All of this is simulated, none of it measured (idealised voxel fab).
This section sets out a process module, namely voxel released beams.
Cross-section cut: width 210 nm, square cells of 5 nm.
Just so we're on the same page, the cross-sections are grids of square cells, and they're listed out in bands top to bottom, each band one or more rows deep. Each band's line starts with the height of the band's top and of its bottom, in nm. Then come its materials from left to right, each with its width in nm. One material with "all across" fills the band from edge to edge. "blank" is empty space. For the purposes of this specification, 0 denotes the height below which the wafer in its as-received condition is composed wholly of one material, and the lowermost band, lacking a lower limit, extends downward without end, as expressed in "from 0 down". The width entry "30 to 40" should be interpreted row by row: the top row of cells in the band takes the first number, the bottom row takes the second number, and the change between adjacent rows is uniform throughout. Step marked "no modifications"? Then no cell in the cross-section changed in it. This entry, "Closed-off voids", enumerates those empty regions of no fewer than 8 cells that possess no open connection to the top. Each region is reported in the form width x height at distance, the distance being taken from the left edge, with all three quantities expressed in nm. On each step's line, the part that comes after the settings is the simulator's own comment on the step. What "overlay nm" on a step's line means: if the step has a mask, that mask lay this far to the right of its planned place, or, when the value is negative, to the left.

### Below is the list of planned process steps
1) RECEIVE with material Si
2) CONFORMAL_DEP with material Al2O3, thk nm 10
3) DIRECTIONAL_DEP with material SiO2, thk nm 20
4) PATTERN with tone open, mask id ANCHOR, material resist, width nm 35, thk nm 20, overlay nm 0
5) DIRECTIONAL_ETCH with etch materials SiO2, depth nm 20
6) STRIP with etch materials resist
7) CONFORMAL_DEP with material polySi, thk nm 15
8) MASKED_ETCH with tone cover, mask id BEAM, width nm 115, etch materials polySi, depth nm 15, overlay nm 0
9) STRIP with etch materials SiO2

### What follows covers the first of two wafers; it ran as planned

### This is the cross-section of the wafer as we received it, i.e. after step 1
    from 0 down: Si all across
    Closed-off voids: none

### Upon completion of step 2, the wafer appears in cross-section as shown
    from 10 to 0: Al2O3 all across
    Rest of section, below 0: as before.

### Upon completion of step 3, the wafer appears in cross-section as shown
    from 30 to 10: SiO2 all across
    Rest of section, below 10: as before.

### Upon completion of step 4, the wafer appears in cross-section as shown
    from 50 to 30: resist 50 nm / blank 35 nm / resist 125 nm
    Rest of section, below 30: as before.

### Upon completion of step 5, the wafer appears in cross-section as shown
    from 50 to 30: resist 50 nm / blank 35 nm / resist 125 nm
    from 30 to 10: SiO2 50 nm / blank 35 nm / SiO2 125 nm
    Rest of section, below 10: as before.

### Upon completion of step 6, the wafer appears in cross-section as shown
    from 30 to 10: SiO2 50 nm / blank 35 nm / SiO2 125 nm
    Rest of section, below 10: as before.

### Upon completion of step 7, the wafer appears in cross-section as shown
    from 45 to 30: polySi 65 nm / blank 5 nm / polySi 140 nm
    from 30 to 25: SiO2 50 nm / polySi 15 nm / blank 5 nm / polySi 15 nm / SiO2 125 nm
    from 25 to 10: SiO2 50 nm / polySi 35 nm / SiO2 125 nm
    Rest of section, below 10: as before.

### Upon completion of step 8, the wafer appears in cross-section as shown
    from 45 to 30: blank 45 nm / polySi 20 nm / blank 5 nm / polySi 90 nm / blank 50 nm
    Rest of section, below 30: as before.

### Upon completion of step 9, the wafer appears in cross-section as shown
    from 45 to 30: blank 45 nm / polySi 20 nm / blank 5 nm / polySi 90 nm / blank 50 nm
    from 30 to 25: blank 50 nm / polySi 15 nm / blank 5 nm / polySi 15 nm / blank 125 nm
    from 25 to 10: blank 50 nm / polySi 35 nm / blank 125 nm
    Rest of section, below 10: as before.

### Wafer two of the pair: same origin, same plan, one error during the run; identical to wafer one up to and including step 1

### when step 2 should have ended
    from 20 to 0: SiO2 all across
    Rest of section, below 0: as before.

### when step 3 should have ended
    from 30 to 20: Al2O3 all across
    Rest of section, below 20: as before.

### when step 4 should have ended
    from 50 to 30: resist 50 nm / blank 35 nm / resist 125 nm
    Rest of section, below 30: as before.

when step 5 should have ended: no modifications

### when step 6 should have ended
    from 30 to 20: Al2O3 all across
    Rest of section, below 20: as before.

### when step 7 should have ended
    from 45 to 30: polySi all across
    Rest of section, below 30: as before.

### when step 8 should have ended
    from 45 to 30: blank 45 nm / polySi 115 nm / blank 50 nm
    Rest of section, below 30: as before.

when step 9 should have ended: no modifications
Deviation noted in wafer processing: steps 2 and 3 of the plan were run in the wrong order, each in the other's place
Count the cells at the end and the second wafer has more or fewer of some materials than the first: +168 SiO2 | -24 polySi
